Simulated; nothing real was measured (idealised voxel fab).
Title: Process Module voxel released beams
This is section cut - it's 250 nm across, gridded in 5 nm square cells.
Format of a cross-section: grid, square cells. Given as bands. Order: top down. Band: one or more rows of cells. Each band's line starts with the height of the band's top and of its bottom, in nm. Then come its materials from left to right, each with its width in nm. One material with "all across" fills the band from edge to edge. "empty" is empty space. Basically, 0 is our baseline, since under it the wafer straight out of the box is all one material. The bottom band has no lower end and keeps on going down, so it looks like "0 nm and below". Top row gets the first number, bottom row gets the second, and each row in between changes by the same step: that is how a band width like "30 to 40" works. "same as before" means the step left every cell of the cross-section as it was. "Closed internal voids" specifies each empty space that is not open to the top and that occupies no fewer than 8 cells, using the form width x height at distance, the distance measured from the left edge and all three quantities in nm. It should be noted that, on the line of a given step, the content following the step's settings is a remark produced by the simulator itself with respect to that step. overlay nm: on a step with a mask, how far right of its planned place the mask lay; negative means left.
# Listed below are the process steps as planned
1) RECEIVE [material Si]
2) CONFORMAL_DEP [material SiN] [thk nm 5]
3) DIRECTIONAL_DEP [material SiO2] [thk nm 20]
4) PATTERN [tone open] [mask id ANCHOR] [material resist] [width nm 45] [thk nm 15] [overlay nm 0]
5) DIRECTIONAL_ETCH [etch materials SiO2] [depth nm 20]
6) STRIP [etch materials resist]
7) CONFORMAL_DEP [material TiN] [thk nm 15]
8) MASKED_ETCH [tone cover] [mask id BEAM] [width nm 130] [etch materials TiN] [depth nm 15] [overlay nm 0]
9) STRIP [etch materials SiO2]
# So, the first of our two wafers, run just as we planned it
# As received (post step 1): cross-section
  0 nm and below  Si all across
  Closed internal voids: none
# State of the wafer after step 2, shown in cross-section
  5 nm to 0 nm  SiN all across
  All layers under 0 are left as they were.
# State of the wafer after step 3, shown in cross-section
  25 nm to 5 nm  SiO2 all across
  All layers under 5 are left as they were.
# State of the wafer after step 4, shown in cross-section
  40 nm to 25 nm  resist 60, then empty 45, then resist 145
  All layers under 25 are left as they were.
# State of the wafer after step 5, shown in cross-section
  40 nm to 25 nm  resist 60, then empty 45, then resist 145
  25 nm to 5 nm  SiO2 60, then empty 45, then SiO2 145
  All layers under 5 are left as they were.
# State of the wafer after step 6, shown in cross-section
  25 nm to 5 nm  SiO2 60, then empty 45, then SiO2 145
  All layers under 5 are left as they were.
# State of the wafer after step 7, shown in cross-section
  40 nm to 25 nm  TiN 75, then empty 15, then TiN 160
  25 nm to 20 nm  SiO2 60, then TiN 15, then empty 15, then TiN 15, then SiO2 145
  20 nm to 5 nm  SiO2 60, then TiN 45, then SiO2 145
  All layers under 5 are left as they were.
# State of the wafer after step 8, shown in cross-section
  40 nm to 25 nm  empty 55, then TiN 20, then empty 15, then TiN 95, then empty 65
  All layers under 25 are left as they were.
# State of the wafer after step 9, shown in cross-section
  40 nm to 25 nm  empty 55, then TiN 20, then empty 15, then TiN 95, then empty 65
  25 nm to 20 nm  empty 60, then TiN 15, then empty 15, then TiN 15, then empty 145
  20 nm to 5 nm  empty 60, then TiN 45, then empty 145
  All layers under 5 are left as they were.
# Here the second wafer is described. Its start and its plan were those of the first wafer. Its run contained one mistake. Up to and including step 1, it did exactly what the first wafer did
Cross-section: second wafer, time at which step 2 was scheduled to end: same as before
# Cross-section: second wafer, time at which step 3 was scheduled to end
  20 nm to 0 nm  SiO2 all across
  All layers under 0 are left as they were.
# Cross-section: second wafer, time at which step 4 was scheduled to end
  35 nm to 20 nm  resist 60, then empty 45, then resist 145
  All layers under 20 are left as they were.
# Cross-section: second wafer, time at which step 5 was scheduled to end
  35 nm to 20 nm  resist 60, then empty 45, then resist 145
  20 nm to 0 nm  SiO2 60, then empty 45, then SiO2 145
  All layers under 0 are left as they were.
# Cross-section: second wafer, time at which step 6 was scheduled to end
  20 nm to 0 nm  SiO2 60, then empty 45, then SiO2 145
  All layers under 0 are left as they were.
# Cross-section: second wafer, time at which step 7 was scheduled to end
  35 nm to 20 nm  TiN 75, then empty 15, then TiN 160
  20 nm to 15 nm  SiO2 60, then TiN 15, then empty 15, then TiN 15, then SiO2 145
  15 nm to 0 nm  SiO2 60, then TiN 45, then SiO2 145
  All layers under 0 are left as they were.
# Cross-section: second wafer, time at which step 8 was scheduled to end
  35 nm to 20 nm  empty 55, then TiN 20, then empty 15, then TiN 95, then empty 65
  All layers under 20 are left as they were.
# Cross-section: second wafer, time at which step 9 was scheduled to end
  35 nm to 20 nm  empty 55, then TiN 20, then empty 15, then TiN 95, then empty 65
  20 nm to 15 nm  empty 60, then TiN 15, then empty 15, then TiN 15, then empty 145
  15 nm to 0 nm  empty 60, then TiN 45, then empty 145
  All layers under 0 are left as they were.
Deviation noted in wafer processing: step 2 of the plan was jumped over and never run
The second wafer ends with more or fewer cells of some materials than the first, per final count: -50 SiN
